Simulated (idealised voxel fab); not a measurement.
process module | voxel wiring stack
cross-section cut | 275 nm wide | cells 5 nm
A cross-section is a grid of square cells, given in bands from the top down. A band is one or more rows of cells.
Each band's line starts with the height of the band's top and of its bottom, in nm. Then come its materials from left to right, each with its width in nm. One material with "throughout" fills the band from edge to edge. "air" is empty space.
Height 0 is the level under which the wafer as received is all one material. The lowest band goes on downwards, as in "0 down".
A width such as "30 to 40" changes by the same amount from each row of cells to the next, from the band's top row to its bottom row.
"no change" after a step means that no cell of the cross-section changed.
closed voids: empty space of 8 cells or more with no open way to the top, each as width x height at its distance from the left edge, in nm
after a step's settings: what the simulator itself notes on the step
overlay nm, on a step with a mask: how far to the right of its planned place the mask lay; to the left if negative
plan
1 op RECEIVE | material Si
2 op CONFORMAL_DEP | material SiO2 | thk nm 15
3 op DIRECTIONAL_DEP | material TiN | thk nm 5
4 op DIRECTIONAL_DEP | material Ru | thk nm 20
5 op PATTERN | tone cover | mask id METAL_1 | material resist | width nm 30 | pitch nm 50 | thk nm 20 | overlay nm 0
6 op DIRECTIONAL_ETCH | etch materials Ru | depth nm 20
7 op DIRECTIONAL_ETCH | etch materials TiN | depth nm 5
8 op STRIP | etch materials resist
9 op CONFORMAL_DEP | material SiN | thk nm 5
10 op FILL_DEP | material SiO2 | thk nm 5
11 op CMP | height nm 40
12 op CONFORMAL_DEP | material SiCN | thk nm 5
13 op DIRECTIONAL_DEP | material SiO2 | thk nm 15
14 op MASKED_ETCH | tone open | mask id PLUG_1 | width nm 15 | etch materials SiO2 | depth nm 15 | overlay nm 0
15 op MASKED_ETCH | tone open | mask id PLUG_1 | width nm 15 | etch materials SiCN | depth nm 5 | overlay nm 0
16 op EPI | material Ru | thk nm 10
17 op EPI | material Ru | thk nm 10
18 op DIRECTIONAL_DEP | material TiN | thk nm 5
19 op DIRECTIONAL_DEP | material Ru | thk nm 25
20 op MASKED_ETCH | tone cover | mask id METAL_2 | width nm 30 | pitch nm 50 | etch materials Ru | depth nm 25 | overlay nm 0
21 op MASKED_ETCH | tone cover | mask id METAL_2 | width nm 30 | pitch nm 50 | etch materials TiN | depth nm 5 | overlay nm 0
22 op FILL_DEP | material lowk | thk nm 5
23 op CMP | height nm 90
24 op CONFORMAL_DEP | material SiCN | thk nm 5
25 op DIRECTIONAL_DEP | material SiO2 | thk nm 20
26 op MASKED_ETCH | tone open | mask id PLUG_2 | width nm 15 | etch materials SiO2 | depth nm 20 | overlay nm 0
27 op MASKED_ETCH | tone open | mask id PLUG_2 | width nm 15 | etch materials SiCN | depth nm 5 | overlay nm 0
28 op EPI | material Ru | thk nm 10
29 op EPI | material Ru | thk nm 10
30 op EPI | material Ru | thk nm 5
31 op DIRECTIONAL_DEP | material TiN | thk nm 5
32 op DIRECTIONAL_DEP | material W | thk nm 20
33 op DIRECTIONAL_DEP | material aC | thk nm 10
34 op PATTERN | tone cover | mask id METAL_3 | material resist | width nm 30 | pitch nm 50 | thk nm 30 | overlay nm 0
35 op DIRECTIONAL_ETCH | etch materials aC | depth nm 10
36 op STRIP | etch materials resist
37 op DIRECTIONAL_ETCH | etch materials W | depth nm 20
38 op DIRECTIONAL_ETCH | etch materials TiN | depth nm 5
39 op STRIP | etch materials aC
40 op FILL_DEP | material lowk | thk nm 5
41 op CMP | height nm 140
42 op CONFORMAL_DEP | material SiCN | thk nm 5
first wafer, as planned
as received, after step 1
  0 down: Si throughout
  closed voids: none
after step 2
  15 to 0: SiO2 throughout
  below 0: unchanged
after step 3
  20 to 15: TiN throughout
  below 15: unchanged
after step 4
  40 to 20: Ru throughout
  below 20: unchanged
after step 5
  60 to 40: air 95 | resist 30 | air 20 | resist 30 | air 100
  below 40: unchanged
after step 6
  60 to 40: air 95 | resist 30 | air 20 | resist 30 | air 100
  40 to 20: air 95 | Ru 30 | air 20 | Ru 30 | air 100
  below 20: unchanged
after step 7
  60 to 40: air 95 | resist 30 | air 20 | resist 30 | air 100
  40 to 20: air 95 | Ru 30 | air 20 | Ru 30 | air 100
  20 to 15: air 95 | TiN 30 | air 20 | TiN 30 | air 100
  below 15: unchanged
after step 8
  40 to 20: air 95 | Ru 30 | air 20 | Ru 30 | air 100
  below 20: unchanged
after step 9
  45 to 40: air 90 | SiN 40 | air 10 | SiN 40 | air 95
  40 to 20: air 90 | SiN 5 | Ru 30 | SiN 5 | air 10 | SiN 5 | Ru 30 | SiN 5 | air 95
  20 to 15: SiN 95 | TiN 30 | SiN 20 | TiN 30 | SiN 100
  below 15: unchanged
after step 10
  50 to 45: SiO2 throughout
  45 to 40: SiO2 90 | SiN 40 | SiO2 10 | SiN 40 | SiO2 95
  40 to 20: SiO2 90 | SiN 5 | Ru 30 | SiN 5 | SiO2 10 | SiN 5 | Ru 30 | SiN 5 | SiO2 95
  below 20: unchanged
after step 11
  40 to 20: SiO2 90 | SiN 5 | Ru 30 | SiN 5 | SiO2 10 | SiN 5 | Ru 30 | SiN 5 | SiO2 95
  below 20: unchanged
after step 12
  45 to 40: SiCN throughout
  below 40: unchanged
after step 13
  60 to 45: SiO2 throughout
  below 45: unchanged
after step 14
  60 to 45: SiO2 95 | air 15 | SiO2 165
  below 45: unchanged
after step 15
  60 to 45: SiO2 95 | air 15 | SiO2 165
  45 to 40: SiCN 95 | air 15 | SiCN 165
  below 40: unchanged
after step 16
  60 to 50: SiO2 95 | air 15 | SiO2 165
  50 to 45: SiO2 95 | Ru 15 | SiO2 165
  45 to 40: SiCN 95 | Ru 15 | SiCN 165
  below 40: unchanged
after step 17
  60 to 45: SiO2 95 | Ru 15 | SiO2 165
  below 45: unchanged
after step 18
  65 to 60: TiN throughout
  below 60: unchanged
after step 19
  90 to 65: Ru throughout
  below 65: unchanged
after step 20
  90 to 65: air 95 | Ru 30 | air 20 | Ru 30 | air 100
  below 65: unchanged
after step 21
  90 to 65: air 95 | Ru 30 | air 20 | Ru 30 | air 100
  65 to 60: air 95 | TiN 30 | air 20 | TiN 30 | air 100
  below 60: unchanged
after step 22
  95 to 90: lowk throughout
  90 to 65: lowk 95 | Ru 30 | lowk 20 | Ru 30 | lowk 100
  65 to 60: lowk 95 | TiN 30 | lowk 20 | TiN 30 | lowk 100
  below 60: unchanged
after step 23
  90 to 65: lowk 95 | Ru 30 | lowk 20 | Ru 30 | lowk 100
  below 65: unchanged
after step 24
  95 to 90: SiCN throughout
  below 90: unchanged
after step 25
  115 to 95: SiO2 throughout
  below 95: unchanged
after step 26
  115 to 95: SiO2 95 | air 15 | SiO2 165
  below 95: unchanged
after step 27
  115 to 95: SiO2 95 | air 15 | SiO2 165
  95 to 90: SiCN 95 | air 15 | SiCN 165
  below 90: unchanged
after step 28
  115 to 100: SiO2 95 | air 15 | SiO2 165
  100 to 95: SiO2 95 | Ru 15 | SiO2 165
  95 to 90: SiCN 95 | Ru 15 | SiCN 165
  below 90: unchanged
after step 29
  115 to 110: SiO2 95 | air 15 | SiO2 165
  110 to 95: SiO2 95 | Ru 15 | SiO2 165
  below 95: unchanged
after step 30
  115 to 95: SiO2 95 | Ru 15 | SiO2 165
  below 95: unchanged
after step 31
  120 to 115: TiN throughout
  below 115: unchanged
after step 32
  140 to 120: W throughout
  below 120: unchanged
after step 33
  150 to 140: aC throughout
  below 140: unchanged
after step 34
  180 to 150: air 95 | resist 30 | air 20 | resist 30 | air 100
  below 150: unchanged
after step 35
  170 to 150: air 95 | resist 30 | air 20 | resist 30 | air 100
  150 to 140: air 95 | aC 30 | air 20 | aC 30 | air 100
  below 140: unchanged
after step 36
  150 to 140: air 95 | aC 30 | air 20 | aC 30 | air 100
  below 140: unchanged
after step 37
  150 to 140: air 95 | aC 30 | air 20 | aC 30 | air 100
  140 to 120: air 95 | W 30 | air 20 | W 30 | air 100
  below 120: unchanged
after step 38
  150 to 140: air 95 | aC 30 | air 20 | aC 30 | air 100
  140 to 120: air 95 | W 30 | air 20 | W 30 | air 100
  120 to 115: air 95 | TiN 30 | air 20 | TiN 30 | air 100
  below 115: unchanged
after step 39
  140 to 120: air 95 | W 30 | air 20 | W 30 | air 100
  below 120: unchanged
after step 40
  145 to 140: lowk throughout
  140 to 120: lowk 95 | W 30 | lowk 20 | W 30 | lowk 100
  120 to 115: lowk 95 | TiN 30 | lowk 20 | TiN 30 | lowk 100
  below 115: unchanged
after step 41
  140 to 120: lowk 95 | W 30 | lowk 20 | W 30 | lowk 100
  below 120: unchanged
after step 42
  145 to 140: SiCN throughout
  below 140: unchanged
second wafer: like start, like plan, one mistake. Through step 25 it matches the first wafer
when step 26 should have ended
  115 to 95: air 95 | SiO2 15 | air 165
  below 95: unchanged
when step 27 should have ended: no change
when step 28 should have ended: no change
when step 29 should have ended: no change
when step 30 should have ended: no change
when step 31 should have ended
  120 to 115: air 95 | TiN 15 | air 165
  115 to 100: air 95 | SiO2 15 | air 165
  100 to 95: TiN 95 | SiO2 15 | TiN 165
  below 95: unchanged
when step 32 should have ended
  140 to 120: air 95 | W 15 | air 165
  120 to 115: W 95 | TiN 15 | W 165
  115 to 100: W 95 | SiO2 15 | W 165
  below 100: unchanged
when step 33 should have ended
  150 to 140: air 95 | aC 15 | air 165
  140 to 130: air 95 | W 15 | air 165
  130 to 120: aC 95 | W 15 | aC 165
  below 120: unchanged
when step 34 should have ended
  180 to 150: air 95 | resist 30 | air 20 | resist 30 | air 100
  150 to 140: air 95 | aC 15 | resist 15 | air 20 | resist 30 | air 100
  140 to 130: air 95 | W 15 | resist 15 | air 20 | resist 30 | air 100
  below 130: unchanged
when step 35 should have ended
  170 to 150: air 95 | resist 30 | air 20 | resist 30 | air 100
  150 to 140: air 95 | aC 15 | resist 15 | air 20 | resist 30 | air 100
  140 to 130: air 95 | W 15 | resist 15 | air 20 | resist 30 | air 100
  130 to 120: air 95 | W 15 | aC 15 | air 20 | aC 30 | air 100
  below 120: unchanged
when step 36 should have ended
  150 to 140: air 95 | aC 15 | air 165
  140 to 130: air 95 | W 15 | air 165
  below 130: unchanged
when step 37 should have ended
  150 to 140: air 95 | aC 15 | air 165
  140 to 130: air 95 | W 15 | air 165
  130 to 120: air 95 | W 15 | aC 15 | air 20 | aC 30 | air 100
  120 to 115: air 95 | TiN 15 | W 15 | air 20 | W 30 | air 100
  115 to 100: air 95 | SiO2 15 | W 15 | air 20 | W 30 | air 100
  below 100: unchanged
when step 38 should have ended
  150 to 140: air 95 | aC 15 | air 165
  140 to 130: air 95 | W 15 | air 165
  130 to 120: air 95 | W 15 | aC 15 | air 20 | aC 30 | air 100
  120 to 115: air 95 | TiN 15 | W 15 | air 20 | W 30 | air 100
  115 to 100: air 95 | SiO2 15 | W 15 | air 20 | W 30 | air 100
  100 to 95: air 95 | SiO2 15 | TiN 15 | air 20 | TiN 30 | air 100
  below 95: unchanged
when step 39 should have ended
  140 to 120: air 95 | W 15 | air 165
  below 120: unchanged
when step 40 should have ended
  145 to 140: lowk throughout
  140 to 120: lowk 95 | W 15 | lowk 165
  120 to 115: lowk 95 | TiN 15 | W 15 | lowk 20 | W 30 | lowk 100
  115 to 100: lowk 95 | SiO2 15 | W 15 | lowk 20 | W 30 | lowk 100
  100 to 95: lowk 95 | SiO2 15 | TiN 15 | lowk 20 | TiN 30 | lowk 100
  below 95: unchanged
when step 41 should have ended
  140 to 120: lowk 95 | W 15 | lowk 165
  below 120: unchanged
when step 42 should have ended
  145 to 140: SiCN throughout
  below 140: unchanged
what went wrong: step 26 ran as: op MASKED_ETCH | tone cover | mask id PLUG_2 | width nm 15 | etch materials SiO2 | depth nm 20 | overlay nm 0
at the end the second wafer has, in cells: 15 fewer of Ru | 3 more of SiCN | 196 fewer of SiO2 | 208 more of lowk
